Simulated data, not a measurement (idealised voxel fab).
Process module in this document: voxel wiring stack
It is cross-section cut that appears here, measuring 270 nm in width, its square cells being 5 nm in size.
Cross-section spec: square-cell grid; bands listed top down; each band is one or more rows. Heights first: top, then bottom, in nm. Then materials, left to right, each with a width in nm. "edge to edge" on a single material: fills the band edge to edge. "air": empty space. Below 0: as-received wafer, all one material; heights counted from there. Lowest band: no bottom, goes on down, written "z 0 and below". You'd read "30..40" like this: the band's top row of cells is as wide as the first number, its bottom row is as wide as the second, and going down, every row changes width by the same amount as the row before did. "no alterations made" means the step left every cell of the cross-section as it was. Basically, "Closed void entries" tells you about the enclosed voids: empty spaces with no open way to the top, 8 cells or bigger, each written width x height at distance, where distance is from the left edge, all in nm. The remark found on a step's line after its settings is issued by the simulator itself and pertains to that step. The optional step-line setting "overlay nm" applies to steps with a mask and quantifies how far to the right of its planned location the mask lay, a negative value indicating leftward placement.
-- Process steps foreseen in the plan
1 RECEIVE (material Si)
2 CONFORMAL_DEP (material SiO2; thk nm 10)
3 CONFORMAL_DEP (material SiCN; thk nm 5)
4 DIRECTIONAL_DEP (material SiO2; thk nm 20)
5 MASKED_ETCH (tone open; mask id METAL_1; width nm 20; pitch nm 45; etch materials SiO2; depth nm 20; overlay nm 0)
6 MASKED_ETCH (tone open; mask id METAL_1; width nm 20; pitch nm 45; etch materials SiCN; depth nm 5; overlay nm 0)
7 CONFORMAL_DEP (material TiN; thk nm 5)
8 FILL_DEP (material Cu; thk nm 10)
9 CMP (height nm 35)
10 CONFORMAL_DEP (material SiCN; thk nm 5)
11 DIRECTIONAL_DEP (material SiO2; thk nm 30)
12 PATTERN (tone open; mask id METAL_2_HOLES; material resist; width nm 15; pitch nm 90; thk nm 15; overlay nm 0)
13 DIRECTIONAL_ETCH (etch materials SiO2; depth nm 30)
14 STRIP (etch materials resist)
15 DIRECTIONAL_DEP (material aC; thk nm 10)
16 PATTERN (tone open; mask id METAL_2; material resist; width nm 20; pitch nm 45; thk nm 25; overlay nm 0)
17 DIRECTIONAL_ETCH (etch materials aC; depth nm 10)
18 STRIP (etch materials resist)
19 DIRECTIONAL_ETCH (etch materials SiO2; depth nm 20)
20 DIRECTIONAL_ETCH (etch materials SiCN; depth nm 5)
21 STRIP (etch materials aC)
22 CONFORMAL_DEP (material TiN; thk nm 5)
23 FILL_DEP (material Cu; thk nm 5)
24 CMP (height nm 70)
25 CONFORMAL_DEP (material SiCN; thk nm 5)
26 DIRECTIONAL_DEP (material SiO2; thk nm 35)
27 PATTERN (tone open; mask id METAL_3_HOLES; material resist; width nm 15; pitch nm 45; thk nm 15; overlay nm 0)
28 DIRECTIONAL_ETCH (etch materials SiO2; depth nm 35)
29 STRIP (etch materials resist)
30 PATTERN (tone open; mask id METAL_3; material resist; width nm 20; pitch nm 45; thk nm 15; overlay nm 0)
31 DIRECTIONAL_ETCH (etch materials SiO2; depth nm 20)
32 DIRECTIONAL_ETCH (etch materials SiCN; depth nm 5)
33 STRIP (etch materials resist)
34 CONFORMAL_DEP (material TiN; thk nm 5)
35 FILL_DEP (material Cu; thk nm 5)
36 CMP (height nm 110)
37 CONFORMAL_DEP (material SiCN; thk nm 5)
38 DIRECTIONAL_DEP (material SiO2; thk nm 20)
39 DIRECTIONAL_DEP (material aC; thk nm 15)
40 PATTERN (tone open; mask id PLUG_3; material resist; width nm 15; pitch nm 90; thk nm 35; overlay nm 0)
41 DIRECTIONAL_ETCH (etch materials aC; depth nm 15)
42 STRIP (etch materials resist)
43 DIRECTIONAL_ETCH (etch materials SiO2; depth nm 20)
44 DIRECTIONAL_ETCH (etch materials SiCN; depth nm 5)
45 STRIP (etch materials aC)
46 CONFORMAL_DEP (material TiN; thk nm 5)
47 FILL_DEP (material Cu; thk nm 5)
48 CMP (height nm 135)
49 DIRECTIONAL_DEP (material TiN; thk nm 5)
50 DIRECTIONAL_DEP (material Ru; thk nm 25)
51 PATTERN (tone cover; mask id METAL_4; material resist; width nm 20; pitch nm 45; thk nm 20; overlay nm 0)
52 DIRECTIONAL_ETCH (etch materials Ru; depth nm 25)
53 DIRECTIONAL_ETCH (etch materials TiN; depth nm 5)
54 STRIP (etch materials resist)
55 FILL_DEP (material SiO2; thk nm 5)
56 CMP (height nm 165)
57 CONFORMAL_DEP (material SiCN; thk nm 5)
What sets these wafers apart? The thk nm at step 46. They all start alike, and the plan carries the first wafer's value.
-- Step 1 complete: as-received cross-section of the first of several wafers
	z 0 and below  Si edge to edge
	Closed void entries: none
-- End of the module, past its last step, step 57: how the first of several wafers looks in cross-section
	z 170 to 165  SiCN edge to edge
	z 165 to 140  SiO2=55, Ru=20, SiO2=25, Ru=20, SiO2=25, Ru=20, SiO2=25, Ru=20, SiO2=60
	z 140 to 135  SiO2=55, TiN=20, SiO2=25, TiN=20, SiO2=25, TiN=20, SiO2=25, TiN=20, SiO2=60
	z 135 to 115  SiO2=55, TiN=5, Cu=5, TiN=5, SiO2=75, TiN=5, Cu=5, TiN=5, SiO2=110
	z 115 to 110  SiCN=55, TiN=15, SiCN=75, TiN=15, SiCN=110
	z 110 to 95  SiO2=55, TiN=5, Cu=10, TiN=5, SiO2=25, TiN=5, Cu=10, TiN=5, SiO2=25, TiN=5, Cu=10, TiN=5, SiO2=25, TiN=5, Cu=10, TiN=5, SiO2=60
	z 95 to 90  SiO2=55, TiN=5, Cu=5, TiN=10, SiO2=25, TiN=5, Cu=5, TiN=10, SiO2=25, TiN=5, Cu=5, TiN=10, SiO2=25, TiN=5, Cu=5, TiN=10, SiO2=60
	z 90 to 75  SiO2=55, TiN=5, Cu=5, TiN=5, SiO2=30, TiN=5, Cu=5, TiN=5, SiO2=30, TiN=5, Cu=5, TiN=5, SiO2=30, TiN=5, Cu=5, TiN=5, SiO2=65
	z 75 to 70  SiCN=55, TiN=15, SiCN=30, TiN=15, SiCN=30, TiN=15, SiCN=30, TiN=15, SiCN=65
	z 70 to 55  SiO2=55, TiN=5, Cu=10, TiN=5, SiO2=25, TiN=5, Cu=10, TiN=5, SiO2=25, TiN=5, Cu=10, TiN=5, SiO2=25, TiN=5, Cu=10, TiN=5, SiO2=60
	z 55 to 50  SiO2=55, TiN=5, Cu=5, TiN=10, SiO2=25, TiN=20, SiO2=25, TiN=5, Cu=5, TiN=10, SiO2=25, TiN=20, SiO2=60
	z 50 to 40  SiO2=55, TiN=5, Cu=5, TiN=5, SiO2=75, TiN=5, Cu=5, TiN=5, SiO2=110
	z 40 to 35  SiCN=55, TiN=15, SiCN=75, TiN=15, SiCN=110
	z 35 to 15  SiO2=55, TiN=5, Cu=10, TiN=5, SiO2=25, TiN=5, Cu=10, TiN=5, SiO2=25, TiN=5, Cu=10, TiN=5, SiO2=25, TiN=5, Cu=10, TiN=5, SiO2=60
	z 15 to 10  SiCN=55, TiN=20, SiCN=25, TiN=20, SiCN=25, TiN=20, SiCN=25, TiN=20, SiCN=60
	z 10 to 0  SiO2 edge to edge
	z 0 and below  Si edge to edge
	Closed void entries: none
-- Module end, final wafer: cross-section
	z 170 to 165  SiCN edge to edge
	z 165 to 140  SiO2=55, Ru=20, SiO2=25, Ru=20, SiO2=25, Ru=20, SiO2=25, Ru=20, SiO2=60
	z 140 to 135  SiO2=55, TiN=20, SiO2=25, TiN=20, SiO2=25, TiN=20, SiO2=25, TiN=20, SiO2=60
	z 135 to 115  SiO2=55, TiN=15, SiO2=75, TiN=15, SiO2=110
	z 115 to 110  SiCN=55, TiN=15, SiCN=75, TiN=15, SiCN=110
	z 110 to 95  SiO2=55, TiN=5, Cu=10, TiN=5, SiO2=25, TiN=5, Cu=10, TiN=5, SiO2=25, TiN=5, Cu=10, TiN=5, SiO2=25, TiN=5, Cu=10, TiN=5, SiO2=60
	z 95 to 90  SiO2=55, TiN=5, Cu=5, TiN=10, SiO2=25, TiN=5, Cu=5, TiN=10, SiO2=25, TiN=5, Cu=5, TiN=10, SiO2=25, TiN=5, Cu=5, TiN=10, SiO2=60
	z 90 to 75  SiO2=55, TiN=5, Cu=5, TiN=5, SiO2=30, TiN=5, Cu=5, TiN=5, SiO2=30, TiN=5, Cu=5, TiN=5, SiO2=30, TiN=5, Cu=5, TiN=5, SiO2=65
	z 75 to 70  SiCN=55, TiN=15, SiCN=30, TiN=15, SiCN=30, TiN=15, SiCN=30, TiN=15, SiCN=65
	z 70 to 55  SiO2=55, TiN=5, Cu=10, TiN=5, SiO2=25, TiN=5, Cu=10, TiN=5, SiO2=25, TiN=5, Cu=10, TiN=5, SiO2=25, TiN=5, Cu=10, TiN=5, SiO2=60
	z 55 to 50  SiO2=55, TiN=5, Cu=5, TiN=10, SiO2=25, TiN=20, SiO2=25, TiN=5, Cu=5, TiN=10, SiO2=25, TiN=20, SiO2=60
	z 50 to 40  SiO2=55, TiN=5, Cu=5, TiN=5, SiO2=75, TiN=5, Cu=5, TiN=5, SiO2=110
	z 40 to 35  SiCN=55, TiN=15, SiCN=75, TiN=15, SiCN=110
	z 35 to 15  SiO2=55, TiN=5, Cu=10, TiN=5, SiO2=25, TiN=5, Cu=10, TiN=5, SiO2=25, TiN=5, Cu=10, TiN=5, SiO2=25, TiN=5, Cu=10, TiN=5, SiO2=60
	z 15 to 10  SiCN=55, TiN=20, SiCN=25, TiN=20, SiCN=25, TiN=20, SiCN=25, TiN=20, SiCN=60
	z 10 to 0  SiO2 edge to edge
	z 0 and below  Si edge to edge
	Closed void entries: none
-- Row per wafer, end-of-module: cell gain (+)/loss (-) by material since the wafer came in, then closed voids
thk nm 5, +110 Cu, +80 Ru, +230 SiCN, +1206 SiO2, +210 TiN, Closed void entries: none
thk nm 10, +102 Cu, +80 Ru, +230 SiCN, +1206 SiO2, +218 TiN, Closed void entries: none
thk nm 15, +102 Cu, +80 Ru, +230 SiCN, +1206 SiO2, +218 TiN, Closed void entries: none
thk nm 20, +102 Cu, +80 Ru, +230 SiCN, +1206 SiO2, +218 TiN, Closed void entries: none
